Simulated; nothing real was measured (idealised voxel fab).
process module | voxel released beams
cross-section cut | 190 nm wide | cells 5 nm
A cross-section is a grid of square cells, given in bands from the top down. A band is one or more rows of cells.
Each band's line starts with the height of the band's top and of its bottom, in nm. Then come its materials from left to right, each with its width in nm. One material with "throughout" fills the band from edge to edge. "air" is empty space.
Height 0 is the level under which the wafer as received is all one material. The lowest band goes on downwards, as in "0 down".
A width such as "30 to 40" changes by the same amount from each row of cells to the next, from the band's top row to its bottom row.
"no change" after a step means that no cell of the cross-section changed.
closed voids: empty space of 8 cells or more with no open way to the top, each as width x height at its distance from the left edge, in nm
after a step's settings: what the simulator itself notes on the step
overlay nm, on a step with a mask: how far to the right of its planned place the mask lay; to the left if negative
plan
1 op RECEIVE | material Si
2 op CONFORMAL_DEP | material SiN | thk nm 10
3 op DIRECTIONAL_DEP | material SiO2 | thk nm 10
4 op DIRECTIONAL_DEP | material aC | thk nm 15
5 op PATTERN | tone open | mask id ANCHOR | material resist | width nm 35 | thk nm 35 | overlay nm 0
6 op DIRECTIONAL_ETCH | etch materials aC | depth nm 15
7 op STRIP | etch materials resist
8 op DIRECTIONAL_ETCH | etch materials SiO2 | depth nm 10
9 op STRIP | etch materials aC
10 op CONFORMAL_DEP | material TiN | thk nm 10
11 op DIRECTIONAL_DEP | material aC | thk nm 10
12 op PATTERN | tone cover | mask id BEAM | material resist | width nm 100 | thk nm 30 | overlay nm 0
13 op DIRECTIONAL_ETCH | etch materials aC | depth nm 10
14 op STRIP | etch materials resist
15 op DIRECTIONAL_ETCH | etch materials TiN | depth nm 10
16 op STRIP | etch materials aC
17 op STRIP | etch materials SiO2
first wafer, as planned
as received, after step 1
  0 down: Si throughout
  closed voids: none
after step 2
  10 to 0: SiN throughout
  below 0: unchanged
after step 3
  20 to 10: SiO2 throughout
  below 10: unchanged
after step 4
  35 to 20: aC throughout
  below 20: unchanged
after step 5
  70 to 35: resist 45 | air 35 | resist 110
  below 35: unchanged
after step 6
  55 to 35: resist 45 | air 35 | resist 110
  35 to 20: aC 45 | air 35 | aC 110
  below 20: unchanged
after step 7
  35 to 20: aC 45 | air 35 | aC 110
  below 20: unchanged
after step 8
  35 to 20: aC 45 | air 35 | aC 110
  20 to 10: SiO2 45 | air 35 | SiO2 110
  below 10: unchanged
after step 9
  20 to 10: SiO2 45 | air 35 | SiO2 110
  below 10: unchanged
after step 10
  30 to 20: TiN 55 | air 15 | TiN 120
  20 to 10: SiO2 45 | TiN 35 | SiO2 110
  below 10: unchanged
after step 11
  40 to 30: aC 55 | air 15 | aC 120
  30 to 20: TiN 55 | aC 15 | TiN 120
  below 20: unchanged
after step 12
  70 to 40: air 40 | resist 100 | air 50
  40 to 30: aC 55 | resist 15 | aC 120
  below 30: unchanged
after step 13
  60 to 40: air 40 | resist 100 | air 50
  40 to 30: air 40 | aC 15 | resist 15 | aC 70 | air 50
  below 30: unchanged
after step 14
  40 to 30: air 40 | aC 15 | air 15 | aC 70 | air 50
  below 30: unchanged
after step 15
  40 to 30: air 40 | aC 15 | air 15 | aC 70 | air 50
  30 to 20: air 40 | TiN 15 | aC 15 | TiN 70 | air 50
  below 20: unchanged
after step 16
  30 to 20: air 40 | TiN 15 | air 15 | TiN 70 | air 50
  below 20: unchanged
after step 17
  30 to 20: air 40 | TiN 15 | air 15 | TiN 70 | air 50
  20 to 10: air 45 | TiN 35 | air 110
  below 10: unchanged
second wafer: like start, like plan, one mistake. Through step 1 it matches the first wafer
when step 2 should have ended: no change
when step 3 should have ended
  10 to 0: SiO2 throughout
  below 0: unchanged
when step 4 should have ended
  25 to 10: aC throughout
  below 10: unchanged
when step 5 should have ended
  60 to 25: resist 45 | air 35 | resist 110
  below 25: unchanged
when step 6 should have ended
  45 to 25: resist 45 | air 35 | resist 110
  25 to 10: aC 45 | air 35 | aC 110
  below 10: unchanged
when step 7 should have ended
  25 to 10: aC 45 | air 35 | aC 110
  below 10: unchanged
when step 8 should have ended
  25 to 10: aC 45 | air 35 | aC 110
  10 to 0: SiO2 45 | air 35 | SiO2 110
  below 0: unchanged
when step 9 should have ended
  10 to 0: SiO2 45 | air 35 | SiO2 110
  below 0: unchanged
when step 10 should have ended
  20 to 10: TiN 55 | air 15 | TiN 120
  10 to 0: SiO2 45 | TiN 35 | SiO2 110
  below 0: unchanged
when step 11 should have ended
  30 to 20: aC 55 | air 15 | aC 120
  20 to 10: TiN 55 | aC 15 | TiN 120
  below 10: unchanged
when step 12 should have ended
  60 to 30: air 40 | resist 100 | air 50
  30 to 20: aC 55 | resist 15 | aC 120
  below 20: unchanged
when step 13 should have ended
  50 to 30: air 40 | resist 100 | air 50
  30 to 20: air 40 | aC 15 | resist 15 | aC 70 | air 50
  below 20: unchanged
when step 14 should have ended
  30 to 20: air 40 | aC 15 | air 15 | aC 70 | air 50
  below 20: unchanged
when step 15 should have ended
  30 to 20: air 40 | aC 15 | air 15 | aC 70 | air 50
  20 to 10: air 40 | TiN 15 | aC 15 | TiN 70 | air 50
  below 10: unchanged
when step 16 should have ended
  20 to 10: air 40 | TiN 15 | air 15 | TiN 70 | air 50
  below 10: unchanged
when step 17 should have ended
  20 to 10: air 40 | TiN 15 | air 15 | TiN 70 | air 50
  10 to 0: air 45 | TiN 35 | air 110
  below 0: unchanged
what went wrong: step 2 was left out
at the end the second wafer has, in cells: 76 fewer of SiN
